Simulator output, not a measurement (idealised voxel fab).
process module | voxel self aligned vias
cross-section cut | 280 nm wide | cells 5 nm
A cross-section is a grid of square cells, given in bands from the top down. A band is one or more rows of cells.
Each band's line starts with the height of the band's top and of its bottom, in nm. Then come its materials from left to right, each with its width in nm. One material with "throughout" fills the band from edge to edge. "air" is empty space.
Height 0 is the level under which the wafer as received is all one material. The lowest band goes on downwards, as in "0 down".
A width such as "30 to 40" changes by the same amount from each row of cells to the next, from the band's top row to its bottom row.
"no change" after a step means that no cell of the cross-section changed.
closed voids: empty space of 8 cells or more with no open way to the top, each as width x height at its distance from the left edge, in nm
after a step's settings: what the simulator itself notes on the step
overlay nm, on a step with a mask: how far to the right of its planned place the mask lay; to the left if negative
plan
1 op RECEIVE | material Si
2 op CONFORMAL_DEP | material SiO2 | thk nm 10
3 op CONFORMAL_DEP | material SiCN | thk nm 5
4 op DIRECTIONAL_DEP | material lowk | thk nm 25
5 op MASKED_ETCH | tone open | mask id LINES | width nm 20 | pitch nm 50 | etch materials lowk | depth nm 25 | overlay nm 0
6 op CONFORMAL_DEP | material TiN | thk nm 5
7 op FILL_DEP | material Ru | thk nm 10
8 op CMP | height nm 40
9 op SELECTIVE_ETCH | etch materials W Ru TiN | depth nm 5
10 op FILL_DEP | material SiN | thk nm 5
11 op CMP | height nm 40
12 op DIRECTIONAL_DEP | material lowk | thk nm 20
13 op DIRECTIONAL_DEP | material aC | thk nm 15
14 op PATTERN | tone open | mask id VIAS | material resist | width nm 30 | pitch nm 100 | thk nm 30 | overlay nm 0
15 op DIRECTIONAL_ETCH | etch materials aC | depth nm 15
16 op STRIP | etch materials resist
17 op DIRECTIONAL_ETCH | etch materials lowk | depth nm 20
18 op DIRECTIONAL_ETCH | etch materials SiN | depth nm 5
19 op STRIP | etch materials aC
20 op CONFORMAL_DEP | material TiN | thk nm 5
21 op FILL_DEP | material Ru | thk nm 5
22 op CMP | height nm 60
23 op CONFORMAL_DEP | material SiN | thk nm 5
as received, after step 1
  0 down: Si throughout
  closed voids: none
a wafer at the end: this start, this plan, one mistake
  65 to 60: SiN throughout
  60 to 45: lowk 75 | TiN 5 | Ru 20 | TiN 5 | lowk 70 | TiN 5 | Ru 20 | TiN 5 | lowk 75
  45 to 40: lowk 75 | TiN 15 | Ru 10 | TiN 5 | lowk 70 | TiN 15 | Ru 10 | TiN 5 | lowk 75
  40 to 35: lowk 85 | TiN 20 | lowk 30 | SiN 20 | lowk 30 | TiN 20 | lowk 75
  35 to 20: lowk 85 | TiN 5 | Ru 10 | TiN 5 | lowk 30 | TiN 5 | Ru 10 | TiN 5 | lowk 30 | TiN 5 | Ru 10 | TiN 5 | lowk 75
  20 to 15: lowk 85 | TiN 20 | lowk 30 | TiN 20 | lowk 30 | TiN 20 | lowk 75
  15 to 10: SiCN throughout
  10 to 0: SiO2 throughout
  0 down: Si throughout
  closed voids: none
what went wrong: step 5 ran as: op MASKED_ETCH | tone open | mask id LINES | width nm 20 | pitch nm 50 | etch materials lowk | depth nm 25 | overlay nm 5
